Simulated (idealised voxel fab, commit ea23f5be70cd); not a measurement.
Process module under the name voxel capacitor over wiring
The cross-section on display is named cut; it measures 270 nm wide, and its cells are 5 nm squares.
Cross-section spec: square-cell grid; bands listed top down; each band is one or more rows. Heights first: top, then bottom, in nm. Then materials, left to right, each with a width in nm. "throughout" on a single material: fills the band edge to edge. "empty": empty space. Where do heights start? At 0: under that level the wafer as delivered is made of one material only. And the lowest band has no floor; it just carries on downward, as in "0..down". A two-number width, for instance "30 to 40", indicates that the width is equal to the first number in the top row of the band and to the second number in the bottom row, and that it changes by a constant amount per row of cells. When a step is marked "no alteration", none of the cells in the cross-section changed during that step. Closed-off voids of 8+ cells (no open route to the top) go in "Closed empty spaces", written width x height at distance from the left edge, in nm. Post-settings text on a step line: simulator's own remark regarding the step. overlay nm: how far to the right of its planned place the mask lay on this masked step (negative: to the left).

### These are the steps we planned for the process
1) RECEIVE with material Si
2) CONFORMAL_DEP with material SiO2, thk nm 15
3) CONFORMAL_DEP with material SiN, thk nm 5
4) DIRECTIONAL_DEP with material SiO2, thk nm 20
5) DIRECTIONAL_DEP with material aC, thk nm 15
6) PATTERN with tone open, mask id METAL_1, material resist, width nm 30, pitch nm 80, thk nm 35, overlay nm 0
7) DIRECTIONAL_ETCH with etch materials aC, depth nm 15
8) STRIP with etch materials resist
9) DIRECTIONAL_ETCH with etch materials SiO2, depth nm 20
10) DIRECTIONAL_ETCH with etch materials SiN, depth nm 5
11) STRIP with etch materials aC
12) CONFORMAL_DEP with material TiN, thk nm 5
13) FILL_DEP with material Cu, thk nm 5
14) CMP with height nm 40
15) CONFORMAL_DEP with material SiCN, thk nm 5
16) DIRECTIONAL_DEP with material lowk, thk nm 20
17) MASKED_ETCH with tone open, mask id PLUG_1, width nm 15, etch materials lowk, depth nm 20, overlay nm 0
18) MASKED_ETCH with tone open, mask id PLUG_1, width nm 15, etch materials SiCN, depth nm 5, overlay nm 0
19) CONFORMAL_DEP with material TiN, thk nm 5
20) FILL_DEP with material Cu, thk nm 5
21) CMP with height nm 65
22) DIRECTIONAL_DEP with material TiN, thk nm 10
23) DIRECTIONAL_DEP with material HfO2, thk nm 5
24) DIRECTIONAL_DEP with material TiN, thk nm 5
25) PATTERN with tone cover, mask id UPPER_PLATE, material resist, width nm 55, thk nm 15, overlay nm 0
26) DIRECTIONAL_ETCH with etch materials TiN, depth nm 5
27) DIRECTIONAL_ETCH with etch materials HfO2, depth nm 5
28) STRIP with etch materials resist
29) DIRECTIONAL_DEP with material aC, thk nm 10
30) PATTERN with tone cover, mask id LOWER_PLATE, material resist, width nm 65, thk nm 25, overlay nm 0
31) DIRECTIONAL_ETCH with etch materials aC, depth nm 10
32) STRIP with etch materials resist
33) DIRECTIONAL_ETCH with etch materials TiN, depth nm 10
34) STRIP with etch materials aC
35) FILL_DEP with material SiO2, thk nm 15
36) CMP with height nm 95
37) DIRECTIONAL_DEP with material aC, thk nm 10
38) PATTERN with tone open, mask id PLUG_2, material resist, width nm 15, thk nm 30, overlay nm 0
39) DIRECTIONAL_ETCH with etch materials aC, depth nm 10
40) STRIP with etch materials resist
41) DIRECTIONAL_ETCH with etch materials SiO2, depth nm 10
42) STRIP with etch materials aC
43) CONFORMAL_DEP with material TiN, thk nm 5
44) FILL_DEP with material Ru, thk nm 5
45) CMP with height nm 95
46) CONFORMAL_DEP with material SiN, thk nm 5

### Account of the first of two wafers, which was processed as intended

### Here's what the wafer looked like in cross-section when it arrived - that's after step 1
- 0..down = Si throughout
- Closed empty spaces: none

### Cross-section through the wafer, step 2 finished
- 15..0 = SiO2 throughout
- Nothing below the height 0 has changed.

### Cross-section through the wafer, step 3 finished
- 20..15 = SiN throughout
- Nothing below the height 15 has changed.

### Cross-section through the wafer, step 4 finished
- 40..20 = SiO2 throughout
- Nothing below the height 20 has changed.

### Cross-section through the wafer, step 5 finished
- 55..40 = aC throughout
- Nothing below the height 40 has changed.

### Cross-section through the wafer, step 6 finished
- 90..55 = 80 of resist / 30 of empty / 50 of resist / 30 of empty / 80 of resist
- Nothing below the height 55 has changed.

### Cross-section through the wafer, step 7 finished
- 75..55 = 80 of resist / 30 of empty / 50 of resist / 30 of empty / 80 of resist
- 55..40 = 80 of aC / 30 of empty / 50 of aC / 30 of empty / 80 of aC
- Nothing below the height 40 has changed.

### Cross-section through the wafer, step 8 finished
- 55..40 = 80 of aC / 30 of empty / 50 of aC / 30 of empty / 80 of aC
- Nothing below the height 40 has changed.

### Cross-section through the wafer, step 9 finished
- 55..40 = 80 of aC / 30 of empty / 50 of aC / 30 of empty / 80 of aC
- 40..20 = 80 of SiO2 / 30 of empty / 50 of SiO2 / 30 of empty / 80 of SiO2
- Nothing below the height 20 has changed.

### Cross-section through the wafer, step 10 finished
- 55..40 = 80 of aC / 30 of empty / 50 of aC / 30 of empty / 80 of aC
- 40..20 = 80 of SiO2 / 30 of empty / 50 of SiO2 / 30 of empty / 80 of SiO2
- 20..15 = 80 of SiN / 30 of empty / 50 of SiN / 30 of empty / 80 of SiN
- Nothing below the height 15 has changed.

### Cross-section through the wafer, step 11 finished
- 40..20 = 80 of SiO2 / 30 of empty / 50 of SiO2 / 30 of empty / 80 of SiO2
- Nothing below the height 20 has changed.

### Cross-section through the wafer, step 12 finished
- 45..40 = 85 of TiN / 20 of empty / 60 of TiN / 20 of empty / 85 of TiN
- 40..20 = 80 of SiO2 / 5 of TiN / 20 of empty / 5 of TiN / 50 of SiO2 / 5 of TiN / 20 of empty / 5 of TiN / 80 of SiO2
- 20..15 = 80 of SiN / 30 of TiN / 50 of SiN / 30 of TiN / 80 of SiN
- Nothing below the height 15 has changed.

### Cross-section through the wafer, step 13 finished
- 50..45 = Cu throughout
- 45..40 = 85 of TiN / 20 of Cu / 60 of TiN / 20 of Cu / 85 of TiN
- 40..20 = 80 of SiO2 / 5 of TiN / 20 of Cu / 5 of TiN / 50 of SiO2 / 5 of TiN / 20 of Cu / 5 of TiN / 80 of SiO2
- Nothing below the height 20 has changed.

### Cross-section through the wafer, step 14 finished
- 40..20 = 80 of SiO2 / 5 of TiN / 20 of Cu / 5 of TiN / 50 of SiO2 / 5 of TiN / 20 of Cu / 5 of TiN / 80 of SiO2
- Nothing below the height 20 has changed.

### Cross-section through the wafer, step 15 finished
- 45..40 = SiCN throughout
- Nothing below the height 40 has changed.

### Cross-section through the wafer, step 16 finished
- 65..45 = lowk throughout
- Nothing below the height 45 has changed.

### Cross-section through the wafer, step 17 finished
- 65..45 = 95 of lowk / 15 of empty / 160 of lowk
- Nothing below the height 45 has changed.

### Cross-section through the wafer, step 18 finished
- 65..45 = 95 of lowk / 15 of empty / 160 of lowk
- 45..40 = 95 of SiCN / 15 of empty / 160 of SiCN
- Nothing below the height 40 has changed.

### Cross-section through the wafer, step 19 finished
- 70..65 = 100 of TiN / 5 of empty / 165 of TiN
- 65..45 = 95 of lowk / 5 of TiN / 5 of empty / 5 of TiN / 160 of lowk
- 45..40 = 95 of SiCN / 15 of TiN / 160 of SiCN
- Nothing below the height 40 has changed.

### Cross-section through the wafer, step 20 finished
- 75..70 = Cu throughout
- 70..65 = 100 of TiN / 5 of Cu / 165 of TiN
- 65..45 = 95 of lowk / 5 of TiN / 5 of Cu / 5 of TiN / 160 of lowk
- Nothing below the height 45 has changed.

### Cross-section through the wafer, step 21 finished
- 65..45 = 95 of lowk / 5 of TiN / 5 of Cu / 5 of TiN / 160 of lowk
- Nothing below the height 45 has changed.

### Cross-section through the wafer, step 22 finished
- 75..65 = TiN throughout
- Nothing below the height 65 has changed.

### Cross-section through the wafer, step 23 finished
- 80..75 = HfO2 throughout
- Nothing below the height 75 has changed.

### Cross-section through the wafer, step 24 finished
- 85..80 = TiN throughout
- Nothing below the height 80 has changed.

### Cross-section through the wafer, step 25 finished
- 100..85 = 95 of empty / 55 of resist / 120 of empty
- Nothing below the height 85 has changed.

### Cross-section through the wafer, step 26 finished
- 100..85 = 95 of empty / 55 of resist / 120 of empty
- 85..80 = 95 of empty / 55 of TiN / 120 of empty
- Nothing below the height 80 has changed.

### Cross-section through the wafer, step 27 finished
- 100..85 = 95 of empty / 55 of resist / 120 of empty
- 85..80 = 95 of empty / 55 of TiN / 120 of empty
- 80..75 = 95 of empty / 55 of HfO2 / 120 of empty
- Nothing below the height 75 has changed.

### Cross-section through the wafer, step 28 finished
- 85..80 = 95 of empty / 55 of TiN / 120 of empty
- Nothing below the height 80 has changed.

### Cross-section through the wafer, step 29 finished
- 95..85 = 95 of empty / 55 of aC / 120 of empty
- 85..80 = 95 of aC / 55 of TiN / 120 of aC
- 80..75 = 95 of aC / 55 of HfO2 / 120 of aC
- Nothing below the height 75 has changed.

### Cross-section through the wafer, step 30 finished
- 120..95 = 90 of empty / 65 of resist / 115 of empty
- 95..85 = 90 of empty / 5 of resist / 55 of aC / 5 of resist / 115 of empty
- Nothing below the height 85 has changed.

### Cross-section through the wafer, step 31 finished
- 110..95 = 90 of empty / 65 of resist / 115 of empty
- 95..85 = 90 of empty / 5 of resist / 55 of aC / 5 of resist / 115 of empty
- 85..80 = 90 of empty / 5 of aC / 55 of TiN / 5 of aC / 115 of empty
- 80..75 = 90 of empty / 5 of aC / 55 of HfO2 / 5 of aC / 115 of empty
- Nothing below the height 75 has changed.

### Cross-section through the wafer, step 32 finished
- 95..85 = 95 of empty / 55 of aC / 120 of empty
- Nothing below the height 85 has changed.

### Cross-section through the wafer, step 33 finished
- 95..85 = 95 of empty / 55 of aC / 120 of empty
- 85..80 = 90 of empty / 5 of aC / 55 of TiN / 5 of aC / 115 of empty
- 80..75 = 90 of empty / 5 of aC / 55 of HfO2 / 5 of aC / 115 of empty
- 75..65 = 90 of empty / 65 of TiN / 115 of empty
- Nothing below the height 65 has changed.

### Cross-section through the wafer, step 34 finished
- 85..80 = 95 of empty / 55 of TiN / 120 of empty
- 80..75 = 95 of empty / 55 of HfO2 / 120 of empty
- Nothing below the height 75 has changed.

### Cross-section through the wafer, step 35 finished
- 100..85 = SiO2 throughout
- 85..80 = 95 of SiO2 / 55 of TiN / 120 of SiO2
- 80..75 = 95 of SiO2 / 55 of HfO2 / 120 of SiO2
- 75..65 = 90 of SiO2 / 65 of TiN / 115 of SiO2
- Nothing below the height 65 has changed.

### Cross-section through the wafer, step 36 finished
- 95..85 = SiO2 throughout
- Nothing below the height 85 has changed.

### Cross-section through the wafer, step 37 finished
- 105..95 = aC throughout
- Nothing below the height 95 has changed.

### Cross-section through the wafer, step 38 finished
- 135..105 = 105 of resist / 15 of empty / 150 of resist
- Nothing below the height 105 has changed.

### Cross-section through the wafer, step 39 finished
- 125..105 = 105 of resist / 15 of empty / 150 of resist
- 105..95 = 105 of aC / 15 of empty / 150 of aC
- Nothing below the height 95 has changed.

### Cross-section through the wafer, step 40 finished
- 105..95 = 105 of aC / 15 of empty / 150 of aC
- Nothing below the height 95 has changed.

### Cross-section through the wafer, step 41 finished
- 105..95 = 105 of aC / 15 of empty / 150 of aC
- 95..85 = 105 of SiO2 / 15 of empty / 150 of SiO2
- Nothing below the height 85 has changed.

### Cross-section through the wafer, step 42 finished
- 95..85 = 105 of SiO2 / 15 of empty / 150 of SiO2
- Nothing below the height 85 has changed.

### Cross-section through the wafer, step 43 finished
- 100..95 = 110 of TiN / 5 of empty / 155 of TiN
- 95..90 = 105 of SiO2 / 5 of TiN / 5 of empty / 5 of TiN / 150 of SiO2
- 90..80 = 105 to 95 of SiO2 / 15 to 55 of TiN / 150 to 120 of SiO2
- Nothing below the height 80 has changed.

### Cross-section through the wafer, step 44 finished
- 105..100 = Ru throughout
- 100..95 = 110 of TiN / 5 of Ru / 155 of TiN
- 95..90 = 105 of SiO2 / 5 of TiN / 5 of Ru / 5 of TiN / 150 of SiO2
- Nothing below the height 90 has changed.

### Cross-section through the wafer, step 45 finished
- 95..90 = 105 of SiO2 / 5 of TiN / 5 of Ru / 5 of TiN / 150 of SiO2
- Nothing below the height 90 has changed.

### Cross-section through the wafer, step 46 finished
- 100..95 = SiN throughout
- Nothing below the height 95 has changed.

### Second wafer, same starting state and plan as the first, one mistake in the run, identical through step 2

Second wafer, cross-section, planned end of step 3: no alteration

### Second wafer, cross-section, planned end of step 4
- 35..0 = SiO2 throughout
- Nothing below the height 0 has changed.

### Second wafer, cross-section, planned end of step 5
- 50..35 = aC throughout
- Nothing below the height 35 has changed.

### Second wafer, cross-section, planned end of step 6
- 85..50 = 80 of resist / 30 of empty / 50 of resist / 30 of empty / 80 of resist
- Nothing below the height 50 has changed.

### Second wafer, cross-section, planned end of step 7
- 70..50 = 80 of resist / 30 of empty / 50 of resist / 30 of empty / 80 of resist
- 50..35 = 80 of aC / 30 of empty / 50 of aC / 30 of empty / 80 of aC
- Nothing below the height 35 has changed.

### Second wafer, cross-section, planned end of step 8
- 50..35 = 80 of aC / 30 of empty / 50 of aC / 30 of empty / 80 of aC
- Nothing below the height 35 has changed.

### Second wafer, cross-section, planned end of step 9
- 50..35 = 80 of aC / 30 of empty / 50 of aC / 30 of empty / 80 of aC
- 35..15 = 80 of SiO2 / 30 of empty / 50 of SiO2 / 30 of empty / 80 of SiO2
- Nothing below the height 15 has changed.

Second wafer, cross-section, planned end of step 10: no alteration

### Second wafer, cross-section, planned end of step 11
- 35..15 = 80 of SiO2 / 30 of empty / 50 of SiO2 / 30 of empty / 80 of SiO2
- Nothing below the height 15 has changed.

### Second wafer, cross-section, planned end of step 12
- 40..35 = 85 of TiN / 20 of empty / 60 of TiN / 20 of empty / 85 of TiN
- 35..20 = 80 of SiO2 / 5 of TiN / 20 of empty / 5 of TiN / 50 of SiO2 / 5 of TiN / 20 of empty / 5 of TiN / 80 of SiO2
- 20..15 = 80 of SiO2 / 30 of TiN / 50 of SiO2 / 30 of TiN / 80 of SiO2
- Nothing below the height 15 has changed.

### Second wafer, cross-section, planned end of step 13
- 45..40 = Cu throughout
- 40..35 = 85 of TiN / 20 of Cu / 60 of TiN / 20 of Cu / 85 of TiN
- 35..20 = 80 of SiO2 / 5 of TiN / 20 of Cu / 5 of TiN / 50 of SiO2 / 5 of TiN / 20 of Cu / 5 of TiN / 80 of SiO2
- Nothing below the height 20 has changed.

### Second wafer, cross-section, planned end of step 14
- 40..35 = 85 of TiN / 20 of Cu / 60 of TiN / 20 of Cu / 85 of TiN
- Nothing below the height 35 has changed.

### Second wafer, cross-section, planned end of step 15
- 45..40 = SiCN throughout
- Nothing below the height 40 has changed.

### Second wafer, cross-section, planned end of step 16
- 65..45 = lowk throughout
- Nothing below the height 45 has changed.

### Second wafer, cross-section, planned end of step 17
- 65..45 = 95 of lowk / 15 of empty / 160 of lowk
- Nothing below the height 45 has changed.

### Second wafer, cross-section, planned end of step 18
- 65..45 = 95 of lowk / 15 of empty / 160 of lowk
- 45..40 = 95 of SiCN / 15 of empty / 160 of SiCN
- Nothing below the height 40 has changed.

### Second wafer, cross-section, planned end of step 19
- 70..65 = 100 of TiN / 5 of empty / 165 of TiN
- 65..45 = 95 of lowk / 5 of TiN / 5 of empty / 5 of TiN / 160 of lowk
- 45..40 = 95 of SiCN / 15 of TiN / 160 of SiCN
- Nothing below the height 40 has changed.

### Second wafer, cross-section, planned end of step 20
- 75..70 = Cu throughout
- 70..65 = 100 of TiN / 5 of Cu / 165 of TiN
- 65..45 = 95 of lowk / 5 of TiN / 5 of Cu / 5 of TiN / 160 of lowk
- Nothing below the height 45 has changed.

### Second wafer, cross-section, planned end of step 21
- 65..45 = 95 of lowk / 5 of TiN / 5 of Cu / 5 of TiN / 160 of lowk
- Nothing below the height 45 has changed.

### Second wafer, cross-section, planned end of step 22
- 75..65 = TiN throughout
- Nothing below the height 65 has changed.

### Second wafer, cross-section, planned end of step 23
- 80..75 = HfO2 throughout
- Nothing below the height 75 has changed.

### Second wafer, cross-section, planned end of step 24
- 85..80 = TiN throughout
- Nothing below the height 80 has changed.

### Second wafer, cross-section, planned end of step 25
- 100..85 = 95 of empty / 55 of resist / 120 of empty
- Nothing below the height 85 has changed.

### Second wafer, cross-section, planned end of step 26
- 100..85 = 95 of empty / 55 of resist / 120 of empty
- 85..80 = 95 of empty / 55 of TiN / 120 of empty
- Nothing below the height 80 has changed.

### Second wafer, cross-section, planned end of step 27
- 100..85 = 95 of empty / 55 of resist / 120 of empty
- 85..80 = 95 of empty / 55 of TiN / 120 of empty
- 80..75 = 95 of empty / 55 of HfO2 / 120 of empty
- Nothing below the height 75 has changed.

### Second wafer, cross-section, planned end of step 28
- 85..80 = 95 of empty / 55 of TiN / 120 of empty
- Nothing below the height 80 has changed.

### Second wafer, cross-section, planned end of step 29
- 95..85 = 95 of empty / 55 of aC / 120 of empty
- 85..80 = 95 of aC / 55 of TiN / 120 of aC
- 80..75 = 95 of aC / 55 of HfO2 / 120 of aC
- Nothing below the height 75 has changed.

### Second wafer, cross-section, planned end of step 30
- 120..95 = 90 of empty / 65 of resist / 115 of empty
- 95..85 = 90 of empty / 5 of resist / 55 of aC / 5 of resist / 115 of empty
- Nothing below the height 85 has changed.

### Second wafer, cross-section, planned end of step 31
- 110..95 = 90 of empty / 65 of resist / 115 of empty
- 95..85 = 90 of empty / 5 of resist / 55 of aC / 5 of resist / 115 of empty
- 85..80 = 90 of empty / 5 of aC / 55 of TiN / 5 of aC / 115 of empty
- 80..75 = 90 of empty / 5 of aC / 55 of HfO2 / 5 of aC / 115 of empty
- Nothing below the height 75 has changed.

### Second wafer, cross-section, planned end of step 32
- 95..85 = 95 of empty / 55 of aC / 120 of empty
- Nothing below the height 85 has changed.

### Second wafer, cross-section, planned end of step 33
- 95..85 = 95 of empty / 55 of aC / 120 of empty
- 85..80 = 90 of empty / 5 of aC / 55 of TiN / 5 of aC / 115 of empty
- 80..75 = 90 of empty / 5 of aC / 55 of HfO2 / 5 of aC / 115 of empty
- 75..65 = 90 of empty / 65 of TiN / 115 of empty
- Nothing below the height 65 has changed.

### Second wafer, cross-section, planned end of step 34
- 85..80 = 95 of empty / 55 of TiN / 120 of empty
- 80..75 = 95 of empty / 55 of HfO2 / 120 of empty
- Nothing below the height 75 has changed.

### Second wafer, cross-section, planned end of step 35
- 100..85 = SiO2 throughout
- 85..80 = 95 of SiO2 / 55 of TiN / 120 of SiO2
- 80..75 = 95 of SiO2 / 55 of HfO2 / 120 of SiO2
- 75..65 = 90 of SiO2 / 65 of TiN / 115 of SiO2
- Nothing below the height 65 has changed.

### Second wafer, cross-section, planned end of step 36
- 95..85 = SiO2 throughout
- Nothing below the height 85 has changed.

### Second wafer, cross-section, planned end of step 37
- 105..95 = aC throughout
- Nothing below the height 95 has changed.

### Second wafer, cross-section, planned end of step 38
- 135..105 = 105 of resist / 15 of empty / 150 of resist
- Nothing below the height 105 has changed.

### Second wafer, cross-section, planned end of step 39
- 125..105 = 105 of resist / 15 of empty / 150 of resist
- 105..95 = 105 of aC / 15 of empty / 150 of aC
- Nothing below the height 95 has changed.

### Second wafer, cross-section, planned end of step 40
- 105..95 = 105 of aC / 15 of empty / 150 of aC
- Nothing below the height 95 has changed.

### Second wafer, cross-section, planned end of step 41
- 105..95 = 105 of aC / 15 of empty / 150 of aC
- 95..85 = 105 of SiO2 / 15 of empty / 150 of SiO2
- Nothing below the height 85 has changed.

### Second wafer, cross-section, planned end of step 42
- 95..85 = 105 of SiO2 / 15 of empty / 150 of SiO2
- Nothing below the height 85 has changed.

### Second wafer, cross-section, planned end of step 43
- 100..95 = 110 of TiN / 5 of empty / 155 of TiN
- 95..90 = 105 of SiO2 / 5 of TiN / 5 of empty / 5 of TiN / 150 of SiO2
- 90..80 = 105 to 95 of SiO2 / 15 to 55 of TiN / 150 to 120 of SiO2
- Nothing below the height 80 has changed.

### Second wafer, cross-section, planned end of step 44
- 105..100 = Ru throughout
- 100..95 = 110 of TiN / 5 of Ru / 155 of TiN
- 95..90 = 105 of SiO2 / 5 of TiN / 5 of Ru / 5 of TiN / 150 of SiO2
- Nothing below the height 90 has changed.

### Second wafer, cross-section, planned end of step 45
- 95..90 = 105 of SiO2 / 5 of TiN / 5 of Ru / 5 of TiN / 150 of SiO2
- Nothing below the height 90 has changed.

### Second wafer, cross-section, planned end of step 46
- 100..95 = SiN throughout
- Nothing below the height 95 has changed.
Short version of what went wrong: step 3 of the plan was omitted and not executed
Final comparison by cell count, materials where the second wafer has more or fewer than the first: -42 SiN, +42 TiN
